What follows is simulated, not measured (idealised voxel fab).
process module | voxel air gaps
cross-section cut | 285 nm wide | cells 5 nm
A cross-section is a grid of square cells, given in bands from the top down. A band is one or more rows of cells.
Each band's line starts with the height of the band's top and of its bottom, in nm. Then come its materials from left to right, each with its width in nm. One material with "throughout" fills the band from edge to edge. "air" is empty space.
Height 0 is the level under which the wafer as received is all one material. The lowest band goes on downwards, as in "0 down".
A width such as "30 to 40" changes by the same amount from each row of cells to the next, from the band's top row to its bottom row.
"no change" after a step means that no cell of the cross-section changed.
closed voids: empty space of 8 cells or more with no open way to the top, each as width x height at its distance from the left edge, in nm
after a step's settings: what the simulator itself notes on the step
overlay nm, on a step with a mask: how far to the right of its planned place the mask lay; to the left if negative
plan
1 op RECEIVE | material Si
2 op CONFORMAL_DEP | material SiO2 | thk nm 10
3 op CONFORMAL_DEP | material SiN | thk nm 5
4 op DIRECTIONAL_DEP | material lowk | thk nm 30
5 op MASKED_ETCH | tone open | mask id LINES | width nm 25 | pitch nm 50 | etch materials lowk | depth nm 30 | overlay nm 0
6 op CONFORMAL_DEP | material TiN | thk nm 5
7 op FILL_DEP | material Ru | thk nm 5
8 op CMP | height nm 45
9 op EPI | material Ru | thk nm 10
10 op SELECTIVE_ETCH | etch materials lowk | depth nm 40
11 op CONFORMAL_DEP | material SiCN | thk nm 5
as received, after step 1
  0 down: Si throughout
  closed voids: none
a wafer at the end: this start, this plan, one mistake
  55 to 45: air 70 | Ru 45 | air 5 | Ru 45 | air 5 | Ru 45 | air 70
  45 to 20: air 80 | TiN 5 | Ru 15 | TiN 5 | air 25 | TiN 5 | Ru 15 | TiN 5 | air 25 | TiN 5 | Ru 15 | TiN 5 | air 80
  20 to 15: air 80 | TiN 25 | air 25 | TiN 25 | air 25 | TiN 25 | air 80
  15 to 10: SiN throughout
  10 to 0: SiO2 throughout
  0 down: Si throughout
  closed voids: none
what went wrong: step 11 was left out
